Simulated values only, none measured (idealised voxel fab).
process module | voxel capacitor over wiring
cross-section cut | 160 nm wide | cells 5 nm
A cross-section is a grid of square cells, given in bands from the top down. A band is one or more rows of cells.
Each band's line starts with the height of the band's top and of its bottom, in nm. Then come its materials from left to right, each with its width in nm. One material with "throughout" fills the band from edge to edge. "air" is empty space.
Height 0 is the level under which the wafer as received is all one material. The lowest band goes on downwards, as in "0 down".
A width such as "30 to 40" changes by the same amount from each row of cells to the next, from the band's top row to its bottom row.
"no change" after a step means that no cell of the cross-section changed.
closed voids: empty space of 8 cells or more with no open way to the top, each as width x height at its distance from the left edge, in nm
after a step's settings: what the simulator itself notes on the step
overlay nm, on a step with a mask: how far to the right of its planned place the mask lay; to the left if negative
plan
1 op RECEIVE | material Si
2 op CONFORMAL_DEP | material SiO2 | thk nm 10
3 op DIRECTIONAL_DEP | material TiN | thk nm 5
4 op DIRECTIONAL_DEP | material Ru | thk nm 15
5 op PATTERN | tone cover | mask id METAL_1 | material resist | width nm 25 | pitch nm 95 | thk nm 20 | overlay nm 0
6 op DIRECTIONAL_ETCH | etch materials Ru | depth nm 15
7 op DIRECTIONAL_ETCH | etch materials TiN | depth nm 5
8 op STRIP | etch materials resist
9 op CONFORMAL_DEP | material SiCN | thk nm 5
10 op FILL_DEP | material SiO2 | thk nm 5
11 op CMP | height nm 30
12 op CONFORMAL_DEP | material SiCN | thk nm 5
13 op DIRECTIONAL_DEP | material SiO2 | thk nm 15
14 op DIRECTIONAL_DEP | material aC | thk nm 10
15 op PATTERN | tone open | mask id PLUG_1 | material resist | width nm 15 | thk nm 25 | overlay nm 0
16 op DIRECTIONAL_ETCH | etch materials aC | depth nm 10
17 op STRIP | etch materials resist
18 op DIRECTIONAL_ETCH | etch materials SiO2 | depth nm 15
19 op DIRECTIONAL_ETCH | etch materials SiCN | depth nm 5
20 op STRIP | etch materials aC
21 op CONFORMAL_DEP | material TiN | thk nm 5
22 op FILL_DEP | material Cu | thk nm 5
23 op CMP | height nm 50
24 op DIRECTIONAL_DEP | material TiN | thk nm 10
25 op DIRECTIONAL_DEP | material HfO2 | thk nm 5
26 op DIRECTIONAL_DEP | material TiN | thk nm 10
27 op DIRECTIONAL_DEP | material aC | thk nm 10
28 op PATTERN | tone cover | mask id UPPER_PLATE | material resist | width nm 75 | thk nm 30 | overlay nm 0
29 op DIRECTIONAL_ETCH | etch materials aC | depth nm 10
30 op STRIP | etch materials resist
31 op DIRECTIONAL_ETCH | etch materials TiN | depth nm 10
32 op DIRECTIONAL_ETCH | etch materials HfO2 | depth nm 5
33 op STRIP | etch materials aC
34 op DIRECTIONAL_DEP | material aC | thk nm 10
35 op PATTERN | tone cover | mask id LOWER_PLATE | material resist | width nm 85 | thk nm 25 | overlay nm 0
36 op DIRECTIONAL_ETCH | etch materials aC | depth nm 10
37 op STRIP | etch materials resist
38 op DIRECTIONAL_ETCH | etch materials TiN | depth nm 10
39 op STRIP | etch materials aC
40 op FILL_DEP | material SiO2 | thk nm 20
41 op CMP | height nm 90
42 op MASKED_ETCH | tone open | mask id PLUG_2 | width nm 15 | etch materials SiO2 | depth nm 15 | overlay nm 0
43 op CONFORMAL_DEP | material TiN | thk nm 5
44 op FILL_DEP | material Cu | thk nm 5
45 op CMP | height nm 90
46 op CONFORMAL_DEP | material SiN | thk nm 5
first wafer, as planned
as received, after step 1
  0 down: Si throughout
  closed voids: none
after step 2
  10 to 0: SiO2 throughout
  below 0: unchanged
after step 3
  15 to 10: TiN throughout
  below 10: unchanged
after step 4
  30 to 15: Ru throughout
  below 15: unchanged
after step 5
  50 to 30: air 20 | resist 25 | air 70 | resist 25 | air 20
  below 30: unchanged
after step 6
  50 to 30: air 20 | resist 25 | air 70 | resist 25 | air 20
  30 to 15: air 20 | Ru 25 | air 70 | Ru 25 | air 20
  below 15: unchanged
after step 7
  50 to 30: air 20 | resist 25 | air 70 | resist 25 | air 20
  30 to 15: air 20 | Ru 25 | air 70 | Ru 25 | air 20
  15 to 10: air 20 | TiN 25 | air 70 | TiN 25 | air 20
  below 10: unchanged
after step 8
  30 to 15: air 20 | Ru 25 | air 70 | Ru 25 | air 20
  below 15: unchanged
after step 9
  35 to 30: air 15 | SiCN 35 | air 60 | SiCN 35 | air 15
  30 to 15: air 15 | SiCN 5 | Ru 25 | SiCN 5 | air 60 | SiCN 5 | Ru 25 | SiCN 5 | air 15
  15 to 10: SiCN 20 | TiN 25 | SiCN 70 | TiN 25 | SiCN 20
  below 10: unchanged
after step 10
  40 to 35: SiO2 throughout
  35 to 30: SiO2 15 | SiCN 35 | SiO2 60 | SiCN 35 | SiO2 15
  30 to 15: SiO2 15 | SiCN 5 | Ru 25 | SiCN 5 | SiO2 60 | SiCN 5 | Ru 25 | SiCN 5 | SiO2 15
  below 15: unchanged
after step 11
  30 to 15: SiO2 15 | SiCN 5 | Ru 25 | SiCN 5 | SiO2 60 | SiCN 5 | Ru 25 | SiCN 5 | SiO2 15
  below 15: unchanged
after step 12
  35 to 30: SiCN throughout
  below 30: unchanged
after step 13
  50 to 35: SiO2 throughout
  below 35: unchanged
after step 14
  60 to 50: aC throughout
  below 50: unchanged
after step 15
  85 to 60: resist 30 | air 15 | resist 115
  below 60: unchanged
after step 16
  75 to 60: resist 30 | air 15 | resist 115
  60 to 50: aC 30 | air 15 | aC 115
  below 50: unchanged
after step 17
  60 to 50: aC 30 | air 15 | aC 115
  below 50: unchanged
after step 18
  60 to 50: aC 30 | air 15 | aC 115
  50 to 35: SiO2 30 | air 15 | SiO2 115
  below 35: unchanged
after step 19
  60 to 50: aC 30 | air 15 | aC 115
  50 to 35: SiO2 30 | air 15 | SiO2 115
  35 to 30: SiCN 30 | air 15 | SiCN 115
  below 30: unchanged
after step 20
  50 to 35: SiO2 30 | air 15 | SiO2 115
  below 35: unchanged
after step 21
  55 to 50: TiN 35 | air 5 | TiN 120
  50 to 35: SiO2 30 | TiN 5 | air 5 | TiN 5 | SiO2 115
  35 to 30: SiCN 30 | TiN 15 | SiCN 115
  below 30: unchanged
after step 22
  60 to 55: Cu throughout
  55 to 50: TiN 35 | Cu 5 | TiN 120
  50 to 35: SiO2 30 | TiN 5 | Cu 5 | TiN 5 | SiO2 115
  below 35: unchanged
after step 23
  50 to 35: SiO2 30 | TiN 5 | Cu 5 | TiN 5 | SiO2 115
  below 35: unchanged
after step 24
  60 to 50: TiN throughout
  below 50: unchanged
after step 25
  65 to 60: HfO2 throughout
  below 60: unchanged
after step 26
  75 to 65: TiN throughout
  below 65: unchanged
after step 27
  85 to 75: aC throughout
  below 75: unchanged
after step 28
  115 to 85: air 30 | resist 75 | air 55
  below 85: unchanged
after step 29
  105 to 85: air 30 | resist 75 | air 55
  85 to 75: air 30 | aC 75 | air 55
  below 75: unchanged
after step 30
  85 to 75: air 30 | aC 75 | air 55
  below 75: unchanged
after step 31
  85 to 75: air 30 | aC 75 | air 55
  75 to 65: air 30 | TiN 75 | air 55
  below 65: unchanged
after step 32
  85 to 75: air 30 | aC 75 | air 55
  75 to 65: air 30 | TiN 75 | air 55
  65 to 60: air 30 | HfO2 75 | air 55
  below 60: unchanged
after step 33
  75 to 65: air 30 | TiN 75 | air 55
  below 65: unchanged
after step 34
  85 to 75: air 30 | aC 75 | air 55
  75 to 70: air 30 | TiN 75 | air 55
  70 to 65: aC 30 | TiN 75 | aC 55
  65 to 60: aC 30 | HfO2 75 | aC 55
  below 60: unchanged
after step 35
  110 to 85: air 25 | resist 85 | air 50
  85 to 75: air 25 | resist 5 | aC 75 | resist 5 | air 50
  75 to 70: air 25 | resist 5 | TiN 75 | resist 5 | air 50
  below 70: unchanged
after step 36
  100 to 85: air 25 | resist 85 | air 50
  85 to 75: air 25 | resist 5 | aC 75 | resist 5 | air 50
  75 to 70: air 25 | resist 5 | TiN 75 | resist 5 | air 50
  70 to 65: air 25 | aC 5 | TiN 75 | aC 5 | air 50
  65 to 60: air 25 | aC 5 | HfO2 75 | aC 5 | air 50
  below 60: unchanged
after step 37
  85 to 75: air 30 | aC 75 | air 55
  75 to 70: air 30 | TiN 75 | air 55
  below 70: unchanged
after step 38
  85 to 75: air 30 | aC 75 | air 55
  75 to 70: air 30 | TiN 75 | air 55
  70 to 65: air 25 | aC 5 | TiN 75 | aC 5 | air 50
  65 to 60: air 25 | aC 5 | HfO2 75 | aC 5 | air 50
  60 to 50: air 25 | TiN 85 | air 50
  below 50: unchanged
after step 39
  75 to 65: air 30 | TiN 75 | air 55
  65 to 60: air 30 | HfO2 75 | air 55
  below 60: unchanged
after step 40
  95 to 75: SiO2 throughout
  75 to 65: SiO2 30 | TiN 75 | SiO2 55
  65 to 60: SiO2 30 | HfO2 75 | SiO2 55
  60 to 50: SiO2 25 | TiN 85 | SiO2 50
  below 50: unchanged
after step 41
  90 to 75: SiO2 throughout
  below 75: unchanged
after step 42
  90 to 75: SiO2 40 | air 15 | SiO2 105
  below 75: unchanged
after step 43
  95 to 90: TiN 45 | air 5 | TiN 110
  90 to 80: SiO2 40 | TiN 5 | air 5 | TiN 5 | SiO2 105
  80 to 75: SiO2 40 | TiN 15 | SiO2 105
  below 75: unchanged
after step 44
  100 to 95: Cu throughout
  95 to 90: TiN 45 | Cu 5 | TiN 110
  90 to 80: SiO2 40 | TiN 5 | Cu 5 | TiN 5 | SiO2 105
  below 80: unchanged
after step 45
  90 to 80: SiO2 40 | TiN 5 | Cu 5 | TiN 5 | SiO2 105
  below 80: unchanged
after step 46
  95 to 90: SiN throughout
  below 90: unchanged
second wafer: like start, like plan, one mistake. Through step 35 it matches the first wafer
when step 36 should have ended
  90 to 85: air 25 | resist 85 | air 50
  85 to 75: air 25 | resist 5 | aC 75 | resist 5 | air 50
  75 to 70: air 25 | resist 5 | TiN 75 | resist 5 | air 50
  70 to 65: air 25 | aC 5 | TiN 75 | aC 5 | air 50
  65 to 60: air 25 | aC 5 | HfO2 75 | aC 5 | air 50
  below 60: unchanged
when step 37 should have ended
  85 to 75: air 30 | aC 75 | air 55
  75 to 70: air 30 | TiN 75 | air 55
  below 70: unchanged
when step 38 should have ended
  85 to 75: air 30 | aC 75 | air 55
  75 to 70: air 30 | TiN 75 | air 55
  70 to 65: air 25 | aC 5 | TiN 75 | aC 5 | air 50
  65 to 60: air 25 | aC 5 | HfO2 75 | aC 5 | air 50
  60 to 50: air 25 | TiN 85 | air 50
  below 50: unchanged
when step 39 should have ended
  75 to 65: air 30 | TiN 75 | air 55
  65 to 60: air 30 | HfO2 75 | air 55
  below 60: unchanged
when step 40 should have ended
  95 to 75: SiO2 throughout
  75 to 65: SiO2 30 | TiN 75 | SiO2 55
  65 to 60: SiO2 30 | HfO2 75 | SiO2 55
  60 to 50: SiO2 25 | TiN 85 | SiO2 50
  below 50: unchanged
when step 41 should have ended
  90 to 75: SiO2 throughout
  below 75: unchanged
when step 42 should have ended
  90 to 75: SiO2 40 | air 15 | SiO2 105
  below 75: unchanged
when step 43 should have ended
  95 to 90: TiN 45 | air 5 | TiN 110
  90 to 80: SiO2 40 | TiN 5 | air 5 | TiN 5 | SiO2 105
  80 to 75: SiO2 40 | TiN 15 | SiO2 105
  below 75: unchanged
when step 44 should have ended
  100 to 95: Cu throughout
  95 to 90: TiN 45 | Cu 5 | TiN 110
  90 to 80: SiO2 40 | TiN 5 | Cu 5 | TiN 5 | SiO2 105
  below 80: unchanged
when step 45 should have ended
  90 to 80: SiO2 40 | TiN 5 | Cu 5 | TiN 5 | SiO2 105
  below 80: unchanged
when step 46 should have ended
  95 to 90: SiN throughout
  below 90: unchanged
what went wrong: step 36 was run twice
at the end the two cross-sections are the same: no effect in what this model computes
